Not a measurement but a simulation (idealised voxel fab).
The following process module bears the name voxel transistor to metal.
Xsec cut, 270 nm wide, square cell size 5 nm.
Throughout this document, each cross-section is represented as a grid of square cells and is presented as a sequence of bands enumerated from the top downward, where a band comprises one or more rows of cells. Read a band's entry like this: the first values are the height of its top and the height of its bottom in nm, and what follows is the sequence of materials from left to right, each with its width in nm. Note that "blank" is empty space, and that a single material marked "everywhere" reaches across the band from edge to edge. Height reference: 0 = level under which incoming wafer is all one material. Lowest band: no bottom, runs on downward, e.g. "0 -> down". The expression "30->40" gives the width at the extremes of the band, the first number at its top row of cells and the second at its bottom row, with the width changing by equal amounts from each row to the next in between. Take "nothing was modified" at face value: in the step it is given for, the cross-section changed in none of its cells. "Cavities, closed" means: voids of 8 cells or more that are shut off from the top with no open way through. Written width x height at distance, distance from the left edge, in nm. Past the settings on a step's line: simulator remark, on that step. You can add "overlay nm" to a step's line. For a step with a mask, it describes how far the mask lay to the right of its planned position, and a negative number describes a lay to the left.

[Below is the list of planned process steps]
- 1: RECEIVE,material Si
- 2: OXIDIZE,depth nm 5
- 3: CONFORMAL_DEP,material SiN,thk nm 15
- 4: DIRECTIONAL_DEP,material aC,thk nm 10
- 5: PATTERN,tone cover,mask id ACTIVE,material resist,width nm 105,pitch nm 125,thk nm 30,overlay nm 0
- 6: DIRECTIONAL_ETCH,etch materials aC,depth nm 10
- 7: STRIP,etch materials resist
- 8: DIRECTIONAL_ETCH,etch materials SiN,depth nm 15
- 9: DIRECTIONAL_ETCH,etch materials SiO2,depth nm 5
- 10: DIRECTIONAL_ETCH,etch materials Si,depth nm 30
- 11: STRIP,etch materials aC
- 12: FILL_DEP,material SiO2,thk nm 10
- 13: CMP,height nm 15
- 14: SELECTIVE_ETCH,etch materials SiO2,depth nm 15
- 15: STRIP,etch materials SiN
- 16: SELECTIVE_ETCH,etch materials SiO2,depth nm 5
- 17: OXIDIZE,depth nm 5
- 18: DIRECTIONAL_DEP,material polySi,thk nm 20
- 19: DIRECTIONAL_DEP,material SiCN,thk nm 15
- 20: MASKED_ETCH,tone cover,mask id GATE,width nm 25,pitch nm 125,etch materials SiCN,depth nm 25,overlay nm 0
- 21: MASKED_ETCH,tone cover,mask id GATE,width nm 25,pitch nm 125,etch materials polySi,depth nm 30,overlay nm 0
- 22: CONFORMAL_DEP,material SiO2,thk nm 5
- 23: DIRECTIONAL_ETCH,etch materials SiO2,depth nm 5
- 24: CONFORMAL_DEP,material SiN,thk nm 5
- 25: DIRECTIONAL_ETCH,etch materials SiN,depth nm 5
- 26: DIRECTIONAL_ETCH,etch materials SiO2,depth nm 5
- 27: EPI,material nSi,thk nm 5
- 28: FILL_DEP,material SiO2,thk nm 10
- 29: CMP,height nm 30
- 30: DIRECTIONAL_DEP,material SiO2,thk nm 15
- 31: DIRECTIONAL_DEP,material aC,thk nm 15
- 32: PATTERN,tone open,mask id CONTACT,material resist,width nm 30,thk nm 35,overlay nm 0
- 33: DIRECTIONAL_ETCH,etch materials aC,depth nm 15
- 34: STRIP,etch materials resist
- 35: DIRECTIONAL_ETCH,etch materials SiO2,depth nm 50
- 36: STRIP,etch materials aC
- 37: CONFORMAL_DEP,material TiN,thk nm 5
- 38: FILL_DEP,material Ru,thk nm 10
- 39: CMP,height nm 45
- 40: DIRECTIONAL_DEP,material TiN,thk nm 5
- 41: DIRECTIONAL_DEP,material W,thk nm 25
- 42: MASKED_ETCH,tone cover,mask id METAL_1,width nm 15,etch materials W,depth nm 25,overlay nm 0
- 43: MASKED_ETCH,tone cover,mask id METAL_1,width nm 20,etch materials TiN,depth nm 5,overlay nm 0
- 44: FILL_DEP,material lowk,thk nm 5
- 45: CMP,height nm 75
- 46: CONFORMAL_DEP,material SiN,thk nm 5
Same starting wafers, different width nm at step 42. Plan value belongs to the first wafer.

[Received wafers, first of several: cross-section after step 1]
  0 -> down: Si everywhere
  Cavities, closed: none

[wafer rows; end of module; cells per material since receipt: (+) gained, (-) lost; then closed voids]
width nm 15; +116 Ru; -168 Si; +30 SiCN; +82 SiN; +316 SiO2; +112 TiN; +60 W; +248 lowk; +28 nSi; +40 polySi; Cavities, closed: none
width nm 20; +116 Ru; -168 Si; +30 SiCN; +82 SiN; +316 SiO2; +112 TiN; +80 W; +228 lowk; +28 nSi; +40 polySi; Cavities, closed: none
width nm 25; +116 Ru; -168 Si; +30 SiCN; +82 SiN; +316 SiO2; +116 TiN; +100 W; +204 lowk; +28 nSi; +40 polySi; Cavities, closed: none
width nm 30; +116 Ru; -168 Si; +30 SiCN; +82 SiN; +316 SiO2; +120 TiN; +120 W; +180 lowk; +28 nSi; +40 polySi; Cavities, closed: none
width nm 35; +116 Ru; -168 Si; +30 SiCN; +82 SiN; +316 SiO2; +124 TiN; +140 W; +156 lowk; +28 nSi; +40 polySi; Cavities, closed: none
